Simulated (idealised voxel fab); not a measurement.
This is a process module. Its name is voxel trench capacitor.
The width of the displayed cross-section, cut, is 275 nm; its cells are square, with a size of 5 nm.
For the purposes of this document, a cross-section shall be understood as a grid of square cells, specified as bands listed in top-to-bottom order, each band consisting of one or more rows of cells. The band entry comprises the height of the band's top followed by the height of its bottom, expressed in nm, and subsequently the band's materials from left to right, each stated together with its width in nm. Where a single material is marked with the word "edge to edge", that material fills the band from edge to edge. The word "blank" represents empty space. Where do heights start? At 0: under that level the wafer as delivered is made of one material only. And the lowest band has no floor; it just carries on downward, as in "top 0, no bottom". Width: "30->40" (first number = top row, second number = bottom row, same change from row to row of cells). Step marked "changes: none"? Then no cell in the cross-section changed in it. "Enclosed internal voids" specifies each empty space that is not open to the top and that occupies no fewer than 8 cells, using the form width x height at distance, the distance measured from the left edge and all three quantities in nm. Text after the settings on a step's line: the simulator's own remark on that step. Steps that use a mask can have "overlay nm" on their line. It says how far the mask sat to the right of where it was meant to be. Negative means to the left. In what follows, pairs of cross-sections are presented, each taken before and after one process step, with the after cross-section shown only down to the lowest band that was altered; the step, together with its settings, is stated below the pair. The pairs may stem from different runs of this module on the same starting wafer; accordingly, a pair should be taken as continuing from the one above it solely where its entry headed "Pre-step view" indicates as much.

Pre-step view
* top 20, bottom 10: 105 blank, 25 aC, 15 blank, 25 aC, 105 blank
* top 10, bottom 0: 105 blank, 25 SiN, 15 blank, 25 SiN, 105 blank
* top 0, bottom -30: 105 blank, 25 Si, 15 blank, 25 Si, 105 blank
* top -30, no bottom: Si edge to edge
* Enclosed internal voids: none

Post-Step Appearance
* top 10, bottom 0: 105 blank, 25 SiN, 15 blank, 25 SiN, 105 blank
* For the remainder of the cross-section, below 0, there is no change.
* Enclosed internal voids: none
Before/after cross-sections above; step in between: op STRIP | etch materials aC

Pre-step view: see the after view in the pair directly above.

Post-Step Appearance
* top 15, bottom 10: 100 blank, 35 HfO2, 5 blank, 35 HfO2, 100 blank
* top 10, bottom 0: 100 blank, 5 HfO2, 25 SiN, 5 HfO2, 5 blank, 5 HfO2, 25 SiN, 5 HfO2, 100 blank
* top 0, bottom -25: 100 blank, 5 HfO2, 25 Si, 5 HfO2, 5 blank, 5 HfO2, 25 Si, 5 HfO2, 100 blank
* top -25, bottom -30: 105 HfO2, 25 Si, 15 HfO2, 25 Si, 105 HfO2
* For the remainder of the cross-section, below -30, there is no change.
* Enclosed internal voids: none
Before/after cross-sections above; step in between: op CONFORMAL_DEP | material HfO2 | thk nm 5

Pre-step view: see the after view in the pair directly above.

Post-Step Appearance
* top 20, bottom 15: 95 blank, 85 TiN, 95 blank
* top 15, bottom 10: 95 blank, 5 TiN, 35 HfO2, 5 TiN, 35 HfO2, 5 TiN, 95 blank
* top 10, bottom 0: 95 blank, 5 TiN, 5 HfO2, 25 SiN, 5 HfO2, 5 TiN, 5 HfO2, 25 SiN, 5 HfO2, 5 TiN, 95 blank
* top 0, bottom -20: 95 blank, 5 TiN, 5 HfO2, 25 Si, 5 HfO2, 5 TiN, 5 HfO2, 25 Si, 5 HfO2, 5 TiN, 95 blank
* top -20, bottom -25: 100 TiN, 5 HfO2, 25 Si, 5 HfO2, 5 TiN, 5 HfO2, 25 Si, 5 HfO2, 100 TiN
* For the remainder of the cross-section, below -25, there is no change.
* Enclosed internal voids: none
Before/after cross-sections above; step in between: op CONFORMAL_DEP | material TiN | thk nm 5

Pre-step view: see the after view in the pair directly above.

Post-Step Appearance
* top 30, bottom 20: W edge to edge
* top 20, bottom 15: 95 W, 85 TiN, 95 W
* top 15, bottom 10: 95 W, 5 TiN, 35 HfO2, 5 TiN, 35 HfO2, 5 TiN, 95 W
* top 10, bottom 0: 95 W, 5 TiN, 5 HfO2, 25 SiN, 5 HfO2, 5 TiN, 5 HfO2, 25 SiN, 5 HfO2, 5 TiN, 95 W
* top 0, bottom -20: 95 W, 5 TiN, 5 HfO2, 25 Si, 5 HfO2, 5 TiN, 5 HfO2, 25 Si, 5 HfO2, 5 TiN, 95 W
* For the remainder of the cross-section, below -20, there is no change.
* Enclosed internal voids: none
Before/after cross-sections above; step in between: op FILL_DEP | material W | thk nm 10

Pre-step view: see the after view in the pair directly above.

Post-Step Appearance
* top 10, bottom 0: 95 W, 5 TiN, 5 HfO2, 25 SiN, 5 HfO2, 5 TiN, 5 HfO2, 25 SiN, 5 HfO2, 5 TiN, 95 W
* For the remainder of the cross-section, below 0, there is no change.
* Enclosed internal voids: none
Before/after cross-sections above; step in between: op CMP | height nm 10
